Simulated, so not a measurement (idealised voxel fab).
process module | voxel air gaps
cross-section cut | 195 nm wide | cells 5 nm
A cross-section is a grid of square cells, given in bands from the top down. A band is one or more rows of cells.
Each band's line starts with the height of the band's top and of its bottom, in nm. Then come its materials from left to right, each with its width in nm. One material with "throughout" fills the band from edge to edge. "air" is empty space.
Height 0 is the level under which the wafer as received is all one material. The lowest band goes on downwards, as in "0 down".
A width such as "30 to 40" changes by the same amount from each row of cells to the next, from the band's top row to its bottom row.
"no change" after a step means that no cell of the cross-section changed.
closed voids: empty space of 8 cells or more with no open way to the top, each as width x height at its distance from the left edge, in nm
after a step's settings: what the simulator itself notes on the step
overlay nm, on a step with a mask: how far to the right of its planned place the mask lay; to the left if negative
plan
1 op RECEIVE | material Si
2 op CONFORMAL_DEP | material SiO2 | thk nm 10
3 op CONFORMAL_DEP | material SiN | thk nm 5
4 op DIRECTIONAL_DEP | material SiO2 | thk nm 35
5 op MASKED_ETCH | tone open | mask id LINES | width nm 15 | pitch nm 40 | etch materials SiO2 | depth nm 35 | overlay nm 0
6 op CONFORMAL_DEP | material TiN | thk nm 5
7 op FILL_DEP | material W | thk nm 10
8 op CMP | height nm 50
9 op EPI | material Ru | thk nm 10
10 op SELECTIVE_ETCH | etch materials SiO2 | depth nm 45
11 op CONFORMAL_DEP | material SiN | thk nm 5
first wafer, as planned
as received, after step 1
  0 down: Si throughout
  closed voids: none
after step 2
  10 to 0: SiO2 throughout
  below 0: unchanged
after step 3
  15 to 10: SiN throughout
  below 10: unchanged
after step 4
  50 to 15: SiO2 throughout
  below 15: unchanged
after step 5
  50 to 15: SiO2 50 | air 15 | SiO2 25 | air 15 | SiO2 25 | air 15 | SiO2 50
  below 15: unchanged
after step 6
  55 to 50: TiN 55 | air 5 | TiN 35 | air 5 | TiN 35 | air 5 | TiN 55
  50 to 20: SiO2 50 | TiN 5 | air 5 | TiN 5 | SiO2 25 | TiN 5 | air 5 | TiN 5 | SiO2 25 | TiN 5 | air 5 | TiN 5 | SiO2 50
  20 to 15: SiO2 50 | TiN 15 | SiO2 25 | TiN 15 | SiO2 25 | TiN 15 | SiO2 50
  below 15: unchanged
after step 7
  65 to 55: W throughout
  55 to 50: TiN 55 | W 5 | TiN 35 | W 5 | TiN 35 | W 5 | TiN 55
  50 to 20: SiO2 50 | TiN 5 | W 5 | TiN 5 | SiO2 25 | TiN 5 | W 5 | TiN 5 | SiO2 25 | TiN 5 | W 5 | TiN 5 | SiO2 50
  below 20: unchanged
after step 8
  50 to 20: SiO2 50 | TiN 5 | W 5 | TiN 5 | SiO2 25 | TiN 5 | W 5 | TiN 5 | SiO2 25 | TiN 5 | W 5 | TiN 5 | SiO2 50
  below 20: unchanged
after step 9
  60 to 50: air 40 | Ru 35 | air 5 | Ru 35 | air 5 | Ru 35 | air 40
  below 50: unchanged
after step 10
  60 to 50: air 40 | Ru 35 | air 5 | Ru 35 | air 5 | Ru 35 | air 40
  50 to 20: air 50 | TiN 5 | W 5 | TiN 5 | air 25 | TiN 5 | W 5 | TiN 5 | air 25 | TiN 5 | W 5 | TiN 5 | air 50
  20 to 15: air 50 | TiN 15 | air 25 | TiN 15 | air 25 | TiN 15 | air 50
  below 15: unchanged
after step 11
  65 to 60: air 35 | SiN 125 | air 35
  60 to 50: air 35 | SiN 5 | Ru 35 | SiN 5 | Ru 35 | SiN 5 | Ru 35 | SiN 5 | air 35
  50 to 45: air 35 | SiN 15 | TiN 5 | W 5 | TiN 5 | SiN 25 | TiN 5 | W 5 | TiN 5 | SiN 25 | TiN 5 | W 5 | TiN 5 | SiN 15 | air 35
  45 to 20: air 45 | SiN 5 | TiN 5 | W 5 | TiN 5 | SiN 5 | air 15 | SiN 5 | TiN 5 | W 5 | TiN 5 | SiN 5 | air 15 | SiN 5 | TiN 5 | W 5 | TiN 5 | SiN 5 | air 45
  20 to 15: SiN 50 | TiN 15 | SiN 25 | TiN 15 | SiN 25 | TiN 15 | SiN 50
  below 15: unchanged
  closed voids: 15 x 25 at 70; 15 x 25 at 110
second wafer: like start, like plan, one mistake. Through step 4 it matches the first wafer
when step 5 should have ended
  50 to 15: air 50 | SiO2 15 | air 25 | SiO2 15 | air 25 | SiO2 15 | air 50
  below 15: unchanged
when step 6 should have ended
  55 to 50: air 45 | TiN 25 | air 15 | TiN 25 | air 15 | TiN 25 | air 45
  50 to 20: air 45 | TiN 5 | SiO2 15 | TiN 5 | air 15 | TiN 5 | SiO2 15 | TiN 5 | air 15 | TiN 5 | SiO2 15 | TiN 5 | air 45
  20 to 15: TiN 50 | SiO2 15 | TiN 25 | SiO2 15 | TiN 25 | SiO2 15 | TiN 50
  below 15: unchanged
when step 7 should have ended
  65 to 55: W throughout
  55 to 50: W 45 | TiN 25 | W 15 | TiN 25 | W 15 | TiN 25 | W 45
  50 to 20: W 45 | TiN 5 | SiO2 15 | TiN 5 | W 15 | TiN 5 | SiO2 15 | TiN 5 | W 15 | TiN 5 | SiO2 15 | TiN 5 | W 45
  below 20: unchanged
when step 8 should have ended
  50 to 20: W 45 | TiN 5 | SiO2 15 | TiN 5 | W 15 | TiN 5 | SiO2 15 | TiN 5 | W 15 | TiN 5 | SiO2 15 | TiN 5 | W 45
  below 20: unchanged
when step 9 should have ended
  60 to 50: Ru throughout
  below 50: unchanged
when step 10 should have ended: no change
when step 11 should have ended
  65 to 60: SiN throughout
  below 60: unchanged
what went wrong: step 5 ran as: op MASKED_ETCH | tone cover | mask id LINES | width nm 15 | pitch nm 40 | etch materials SiO2 | depth nm 35 | overlay nm 0
at the end the second wafer has, in cells: 36 more of Ru | 70 fewer of SiN | 63 more of SiO2 | 21 more of TiN | 126 more of W
closed voids at the end (first wafer, second wafer): 2, 0
